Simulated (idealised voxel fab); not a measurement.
The following process module bears the name voxel gate over fins.
The cross-section shown here is cut; it is 220 nm wide and divided into square cells measuring 5 nm on a side.
A cross-section in this document is a grid of square cells, and it is written down as bands, the top band listed before the ones below it; a band is made up of one or more rows of cells. This entry defines a band. It first specifies the height of the band's top and the height of its bottom in nm, and then specifies the band's materials from left to right, stating each material with its width in nm. The word "full width" identifies a single material that fills the band from edge to edge, while the word "air" identifies empty space. All heights in this document are referenced to 0, defined as the level beneath which the wafer, as received, consists entirely of one material. The lowest band is not bounded below; it extends indefinitely downward and is written in the form "0 nm and below". A two-number width, for instance "30..40", indicates that the width is equal to the first number in the top row of the band and to the second number in the bottom row, and that it changes by a constant amount per row of cells. What does "no change occurred" mean for a step? It means no cell of the cross-section changed in that step. In the "Enclosed internal cavities" entry, you get each enclosed empty space of 8 cells or more, one with no open way to the top, written width x height at distance, distance from the left edge, in nm. Step line, after settings: the simulator's comment on this step. overlay nm, on a step with a mask: how far to the right of its planned place the mask lay; to the left if negative.

### Here's what the planned process steps look like
1 RECEIVE [material Si]
2 CONFORMAL_DEP [material SiN] [thk nm 10]
3 PATTERN [tone cover] [mask id FINS] [material resist] [width nm 15] [pitch nm 45] [thk nm 15] [overlay nm 0]
4 DIRECTIONAL_ETCH [etch materials SiN] [depth nm 10]
5 DIRECTIONAL_ETCH [etch materials Si] [depth nm 40]
6 STRIP [etch materials resist]
7 FILL_DEP [material SiO2] [thk nm 15]
8 CMP [height nm 10]
9 SELECTIVE_ETCH [etch materials SiO2] [depth nm 20]
10 STRIP [etch materials SiN]
11 CONFORMAL_DEP [material HfO2] [thk nm 5]
12 CONFORMAL_DEP [material TiN] [thk nm 5]
13 CONFORMAL_DEP [material TiAl] [thk nm 5]
14 CONFORMAL_DEP [material TiN] [thk nm 5]
15 FILL_DEP [material W] [thk nm 15]
16 CMP [height nm 30]
17 CONFORMAL_DEP [material SiCN] [thk nm 10]

### Account of the first of two wafers, which was processed as intended

### Incoming wafer in cross-section (state: after step 1)
> 0 nm and below  Si full width
> Enclosed internal cavities: none

### Step 2 complete: cross-section through the wafer
> 10 nm to 0 nm  SiN full width
> Under 0: no change, same as before.

### Step 3 complete: cross-section through the wafer
> 25 nm to 10 nm  air=35; resist=15; air=30; resist=15; air=30; resist=15; air=30; resist=15; air=35
> Under 10: no change, same as before.

### Step 4 complete: cross-section through the wafer
> 25 nm to 10 nm  air=35; resist=15; air=30; resist=15; air=30; resist=15; air=30; resist=15; air=35
> 10 nm to 0 nm  air=35; SiN=15; air=30; SiN=15; air=30; SiN=15; air=30; SiN=15; air=35
> Under 0: no change, same as before.

### Step 5 complete: cross-section through the wafer
> 25 nm to 10 nm  air=35; resist=15; air=30; resist=15; air=30; resist=15; air=30; resist=15; air=35
> 10 nm to 0 nm  air=35; SiN=15; air=30; SiN=15; air=30; SiN=15; air=30; SiN=15; air=35
> 0 nm to -40 nm  air=35; Si=15; air=30; Si=15; air=30; Si=15; air=30; Si=15; air=35
> Under -40: no change, same as before.

### Step 6 complete: cross-section through the wafer
> 10 nm to 0 nm  air=35; SiN=15; air=30; SiN=15; air=30; SiN=15; air=30; SiN=15; air=35
> Under 0: no change, same as before.

### Step 7 complete: cross-section through the wafer
> 25 nm to 10 nm  SiO2 full width
> 10 nm to 0 nm  SiO2=35; SiN=15; SiO2=30; SiN=15; SiO2=30; SiN=15; SiO2=30; SiN=15; SiO2=35
> 0 nm to -40 nm  SiO2=35; Si=15; SiO2=30; Si=15; SiO2=30; Si=15; SiO2=30; Si=15; SiO2=35
> Under -40: no change, same as before.

### Step 8 complete: cross-section through the wafer
> 10 nm to 0 nm  SiO2=35; SiN=15; SiO2=30; SiN=15; SiO2=30; SiN=15; SiO2=30; SiN=15; SiO2=35
> Under 0: no change, same as before.

### Step 9 complete: cross-section through the wafer
> 10 nm to 0 nm  air=35; SiN=15; air=30; SiN=15; air=30; SiN=15; air=30; SiN=15; air=35
> 0 nm to -10 nm  air=35; Si=15; air=30; Si=15; air=30; Si=15; air=30; Si=15; air=35
> Under -10: no change, same as before.

### Step 10 complete: cross-section through the wafer
> 0 nm to -10 nm  air=35; Si=15; air=30; Si=15; air=30; Si=15; air=30; Si=15; air=35
> Under -10: no change, same as before.

### Step 11 complete: cross-section through the wafer
> 5 nm to 0 nm  air=30; HfO2=25; air=20; HfO2=25; air=20; HfO2=25; air=20; HfO2=25; air=30
> 0 nm to -5 nm  air=30; HfO2=5; Si=15; HfO2=5; air=20; HfO2=5; Si=15; HfO2=5; air=20; HfO2=5; Si=15; HfO2=5; air=20; HfO2=5; Si=15; HfO2=5; air=30
> -5 nm to -10 nm  HfO2=35; Si=15; HfO2=30; Si=15; HfO2=30; Si=15; HfO2=30; Si=15; HfO2=35
> Under -10: no change, same as before.

### Step 12 complete: cross-section through the wafer
> 10 nm to 5 nm  air=25; TiN=35; air=10; TiN=35; air=10; TiN=35; air=10; TiN=35; air=25
> 5 nm to 0 nm  air=25; TiN=5; HfO2=25; TiN=5; air=10; TiN=5; HfO2=25; TiN=5; air=10; TiN=5; HfO2=25; TiN=5; air=10; TiN=5; HfO2=25; TiN=5; air=25
> 0 nm to -5 nm  TiN=30; HfO2=5; Si=15; HfO2=5; TiN=20; HfO2=5; Si=15; HfO2=5; TiN=20; HfO2=5; Si=15; HfO2=5; TiN=20; HfO2=5; Si=15; HfO2=5; TiN=30
> Under -5: no change, same as before.

### Step 13 complete: cross-section through the wafer
> 15 nm to 10 nm  air=20; TiAl=180; air=20
> 10 nm to 5 nm  air=20; TiAl=5; TiN=35; TiAl=10; TiN=35; TiAl=10; TiN=35; TiAl=10; TiN=35; TiAl=5; air=20
> 5 nm to 0 nm  TiAl=25; TiN=5; HfO2=25; TiN=5; TiAl=10; TiN=5; HfO2=25; TiN=5; TiAl=10; TiN=5; HfO2=25; TiN=5; TiAl=10; TiN=5; HfO2=25; TiN=5; TiAl=25
> Under 0: no change, same as before.

### Step 14 complete: cross-section through the wafer
> 20 nm to 15 nm  air=15; TiN=190; air=15
> 15 nm to 10 nm  air=15; TiN=5; TiAl=180; TiN=5; air=15
> 10 nm to 5 nm  TiN=20; TiAl=5; TiN=35; TiAl=10; TiN=35; TiAl=10; TiN=35; TiAl=10; TiN=35; TiAl=5; TiN=20
> Under 5: no change, same as before.

### Step 15 complete: cross-section through the wafer
> 35 nm to 20 nm  W full width
> 20 nm to 15 nm  W=15; TiN=190; W=15
> 15 nm to 10 nm  W=15; TiN=5; TiAl=180; TiN=5; W=15
> Under 10: no change, same as before.

### Step 16 complete: cross-section through the wafer
> 30 nm to 20 nm  W full width
> Under 20: no change, same as before.

### Step 17 complete: cross-section through the wafer
> 40 nm to 30 nm  SiCN full width
> Under 30: no change, same as before.

### What follows concerns the second wafer, which started out like the first and was meant to follow the very same plan; one mistake crept in when it was run, but everything up to and including step 2 is the same as for the first wafer

### Cross-section: second wafer, time at which step 3 was scheduled to end
> 25 nm to 10 nm  air=45; resist=15; air=30; resist=15; air=30; resist=15; air=30; resist=15; air=25
> Under 10: no change, same as before.

### Cross-section: second wafer, time at which step 4 was scheduled to end
> 25 nm to 10 nm  air=45; resist=15; air=30; resist=15; air=30; resist=15; air=30; resist=15; air=25
> 10 nm to 0 nm  air=45; SiN=15; air=30; SiN=15; air=30; SiN=15; air=30; SiN=15; air=25
> Under 0: no change, same as before.

### Cross-section: second wafer, time at which step 5 was scheduled to end
> 25 nm to 10 nm  air=45; resist=15; air=30; resist=15; air=30; resist=15; air=30; resist=15; air=25
> 10 nm to 0 nm  air=45; SiN=15; air=30; SiN=15; air=30; SiN=15; air=30; SiN=15; air=25
> 0 nm to -40 nm  air=45; Si=15; air=30; Si=15; air=30; Si=15; air=30; Si=15; air=25
> Under -40: no change, same as before.

### Cross-section: second wafer, time at which step 6 was scheduled to end
> 10 nm to 0 nm  air=45; SiN=15; air=30; SiN=15; air=30; SiN=15; air=30; SiN=15; air=25
> Under 0: no change, same as before.

### Cross-section: second wafer, time at which step 7 was scheduled to end
> 25 nm to 10 nm  SiO2 full width
> 10 nm to 0 nm  SiO2=45; SiN=15; SiO2=30; SiN=15; SiO2=30; SiN=15; SiO2=30; SiN=15; SiO2=25
> 0 nm to -40 nm  SiO2=45; Si=15; SiO2=30; Si=15; SiO2=30; Si=15; SiO2=30; Si=15; SiO2=25
> Under -40: no change, same as before.

### Cross-section: second wafer, time at which step 8 was scheduled to end
> 10 nm to 0 nm  SiO2=45; SiN=15; SiO2=30; SiN=15; SiO2=30; SiN=15; SiO2=30; SiN=15; SiO2=25
> Under 0: no change, same as before.

### Cross-section: second wafer, time at which step 9 was scheduled to end
> 10 nm to 0 nm  air=45; SiN=15; air=30; SiN=15; air=30; SiN=15; air=30; SiN=15; air=25
> 0 nm to -10 nm  air=45; Si=15; air=30; Si=15; air=30; Si=15; air=30; Si=15; air=25
> Under -10: no change, same as before.

### Cross-section: second wafer, time at which step 10 was scheduled to end
> 0 nm to -10 nm  air=45; Si=15; air=30; Si=15; air=30; Si=15; air=30; Si=15; air=25
> Under -10: no change, same as before.

### Cross-section: second wafer, time at which step 11 was scheduled to end
> 5 nm to 0 nm  air=40; HfO2=25; air=20; HfO2=25; air=20; HfO2=25; air=20; HfO2=25; air=20
> 0 nm to -5 nm  air=40; HfO2=5; Si=15; HfO2=5; air=20; HfO2=5; Si=15; HfO2=5; air=20; HfO2=5; Si=15; HfO2=5; air=20; HfO2=5; Si=15; HfO2=5; air=20
> -5 nm to -10 nm  HfO2=45; Si=15; HfO2=30; Si=15; HfO2=30; Si=15; HfO2=30; Si=15; HfO2=25
> Under -10: no change, same as before.

### Cross-section: second wafer, time at which step 12 was scheduled to end
> 10 nm to 5 nm  air=35; TiN=35; air=10; TiN=35; air=10; TiN=35; air=10; TiN=35; air=15
> 5 nm to 0 nm  air=35; TiN=5; HfO2=25; TiN=5; air=10; TiN=5; HfO2=25; TiN=5; air=10; TiN=5; HfO2=25; TiN=5; air=10; TiN=5; HfO2=25; TiN=5; air=15
> 0 nm to -5 nm  TiN=40; HfO2=5; Si=15; HfO2=5; TiN=20; HfO2=5; Si=15; HfO2=5; TiN=20; HfO2=5; Si=15; HfO2=5; TiN=20; HfO2=5; Si=15; HfO2=5; TiN=20
> Under -5: no change, same as before.

### Cross-section: second wafer, time at which step 13 was scheduled to end
> 15 nm to 10 nm  air=30; TiAl=180; air=10
> 10 nm to 5 nm  air=30; TiAl=5; TiN=35; TiAl=10; TiN=35; TiAl=10; TiN=35; TiAl=10; TiN=35; TiAl=5; air=10
> 5 nm to 0 nm  TiAl=35; TiN=5; HfO2=25; TiN=5; TiAl=10; TiN=5; HfO2=25; TiN=5; TiAl=10; TiN=5; HfO2=25; TiN=5; TiAl=10; TiN=5; HfO2=25; TiN=5; TiAl=15
> Under 0: no change, same as before.

### Cross-section: second wafer, time at which step 14 was scheduled to end
> 20 nm to 15 nm  air=25; TiN=190; air=5
> 15 nm to 10 nm  air=25; TiN=5; TiAl=180; TiN=5; air=5
> 10 nm to 5 nm  TiN=30; TiAl=5; TiN=35; TiAl=10; TiN=35; TiAl=10; TiN=35; TiAl=10; TiN=35; TiAl=5; TiN=10
> Under 5: no change, same as before.

### Cross-section: second wafer, time at which step 15 was scheduled to end
> 35 nm to 20 nm  W full width
> 20 nm to 15 nm  W=25; TiN=190; W=5
> 15 nm to 10 nm  W=25; TiN=5; TiAl=180; TiN=5; W=5
> Under 10: no change, same as before.

### Cross-section: second wafer, time at which step 16 was scheduled to end
> 30 nm to 20 nm  W full width
> Under 20: no change, same as before.

### Cross-section: second wafer, time at which step 17 was scheduled to end
> 40 nm to 30 nm  SiCN full width
> Under 30: no change, same as before.
Plan not followed: step 3 did not happen as planned, as run it was PATTERN [tone cover] [mask id FINS] [material resist] [width nm 15] [pitch nm 45] [thk nm 15] [overlay nm 10]
When the process is done, the second wafer contains the same cell count of every material as the first wafer, but distributed over other locations.
